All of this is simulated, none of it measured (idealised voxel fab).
Herein follows the process module entitled voxel self aligned vias.
Pictured: cross-section cut, 215 nm wide, on a grid of 5 nm square cells.
In what follows, cross-sections appear as grids of square cells, described through bands that run from the top down, where every band is one or more rows of cells. Band: top height; bottom height; in nm. Then, left to right: material with width in nm, for each material. "edge to edge": a single material spanning edge to edge. "air": empty space. Beneath 0, the wafer as received is one material, and that level is where height counting begins. The lowest band goes on downward without a bottom; it is written like "0 -> down". Top row gets the first number, bottom row gets the second, and each row in between changes by the same step: that is how a band width like "30->40" works. "same as before", as given for a step, is the statement that not any cell of the cross-section underwent a change during that step. You'll see "Closed void table" listing empty spaces that have no way open to the top, as long as they're 8 cells or more; the notation is width x height at distance, where the distance is from the left edge, and all of it is in nm. Anything after a step's settings on that line? It's the simulator's own note about the step. overlay nm: on a step with a mask, how far right of its planned place the mask lay; negative means left.

These are the steps we planned for the process
1: RECEIVE | material Si
2: CONFORMAL_DEP | material SiO2 | thk nm 10
3: CONFORMAL_DEP | material SiCN | thk nm 5
4: DIRECTIONAL_DEP | material lowk | thk nm 25
5: PATTERN | tone open | mask id LINES | material resist | width nm 25 | pitch nm 55 | thk nm 20 | overlay nm 0
6: DIRECTIONAL_ETCH | etch materials lowk | depth nm 25
7: STRIP | etch materials resist
8: CONFORMAL_DEP | material TiN | thk nm 5
9: FILL_DEP | material W | thk nm 10
10: CMP | height nm 40
11: SELECTIVE_ETCH | etch materials W Ru TiN | depth nm 5
12: FILL_DEP | material SiN | thk nm 5
13: CMP | height nm 40
14: DIRECTIONAL_DEP | material lowk | thk nm 20
15: MASKED_ETCH | tone open | mask id VIAS | width nm 35 | pitch nm 110 | etch materials lowk | depth nm 20 | overlay nm 0
16: MASKED_ETCH | tone open | mask id VIAS | width nm 35 | pitch nm 110 | etch materials SiN | depth nm 5 | overlay nm 0
17: CONFORMAL_DEP | material TiN | thk nm 5
18: FILL_DEP | material W | thk nm 10
19: CMP | height nm 60
20: CONFORMAL_DEP | material SiN | thk nm 5

As-received wafer cross-section (after step 1)
- 0 -> down | Si edge to edge
- Closed void table: none

The module was run from the start shown above using the plan shown above, but one mistake was made doing it; the resulting wafer cross-section is below
- 65 -> 60 | SiN edge to edge
- 60 -> 45 | 35 lowk / 5 TiN / 25 W / 5 TiN / 75 lowk / 5 TiN / 25 W / 5 TiN / 35 lowk
- 45 -> 40 | 35 lowk / 35 TiN / 75 lowk / 35 TiN / 35 lowk
- 40 -> 35 | SiCN edge to edge
- 35 -> 10 | lowk edge to edge
- 10 -> 0 | SiO2 edge to edge
- 0 -> down | Si edge to edge
- Closed void table: none
Heads up, the wafer didn't run the way we planned it: steps 3 and 4 swapped
